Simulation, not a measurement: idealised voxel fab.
process module | voxel self aligned contacts
cross-section cut | 230 nm wide | cells 5 nm
A cross-section is a grid of square cells, given in bands from the top down. A band is one or more rows of cells.
Each band's line starts with the height of the band's top and of its bottom, in nm. Then come its materials from left to right, each with its width in nm. One material with "throughout" fills the band from edge to edge. "air" is empty space.
Height 0 is the level under which the wafer as received is all one material. The lowest band goes on downwards, as in "0 down".
A width such as "30 to 40" changes by the same amount from each row of cells to the next, from the band's top row to its bottom row.
"no change" after a step means that no cell of the cross-section changed.
closed voids: empty space of 8 cells or more with no open way to the top, each as width x height at its distance from the left edge, in nm
after a step's settings: what the simulator itself notes on the step
overlay nm, on a step with a mask: how far to the right of its planned place the mask lay; to the left if negative
plan
1 op RECEIVE | material Si
2 op OXIDIZE | depth nm 5
3 op DIRECTIONAL_DEP | material polySi | thk nm 30
4 op DIRECTIONAL_DEP | material SiN | thk nm 20
5 op DIRECTIONAL_DEP | material aC | thk nm 10
6 op PATTERN | tone cover | mask id GATE | material resist | width nm 30 | pitch nm 60 | thk nm 25 | overlay nm 0
7 op DIRECTIONAL_ETCH | etch materials aC | depth nm 10
8 op STRIP | etch materials resist
9 op DIRECTIONAL_ETCH | etch materials SiN | depth nm 20
10 op DIRECTIONAL_ETCH | etch materials polySi | depth nm 30
11 op STRIP | etch materials aC
12 op CONFORMAL_DEP | material SiN | thk nm 5
13 op DIRECTIONAL_ETCH | etch materials SiN | depth nm 5
14 op FILL_DEP | material SiO2 | thk nm 15
15 op CMP | height nm 60
16 op MASKED_ETCH | tone open | mask id CONTACT | width nm 40 | pitch nm 60 | etch materials SiO2 | depth nm 65 | overlay nm 0
17 op CONFORMAL_DEP | material TiN | thk nm 5
18 op FILL_DEP | material W | thk nm 10
19 op CMP | height nm 60
20 op CONFORMAL_DEP | material SiN | thk nm 5
as received, after step 1
  0 down: Si throughout
  closed voids: none
a wafer at the end: this start, this plan, one mistake
  65 to 60: SiN throughout
  60 to 50: SiO2 70 | TiN 5 to 10 | W 25 to 10 | TiN 5 to 15 | SiO2 25 | TiN 5 to 10 | W 25 to 10 | TiN 5 to 15 | SiO2 65
  50 to 30: SiO2 35 | SiN 40 | TiN 5 | W 10 | TiN 5 | SiN 40 | TiN 5 | W 10 | TiN 5 | SiN 40 | SiO2 35
  30 to 0: SiO2 35 | SiN 5 | polySi 30 | SiN 5 | TiN 5 | W 10 | TiN 5 | SiN 5 | polySi 30 | SiN 5 | TiN 5 | W 10 | TiN 5 | SiN 5 | polySi 30 | SiN 5 | SiO2 35
  0 to -5: SiO2 75 | TiN 20 | SiO2 40 | TiN 20 | SiO2 75
  -5 down: Si throughout
  closed voids: none
what went wrong: step 16 ran as: op MASKED_ETCH | tone open | mask id CONTACT | width nm 35 | pitch nm 60 | etch materials SiO2 | depth nm 65 | overlay nm 0
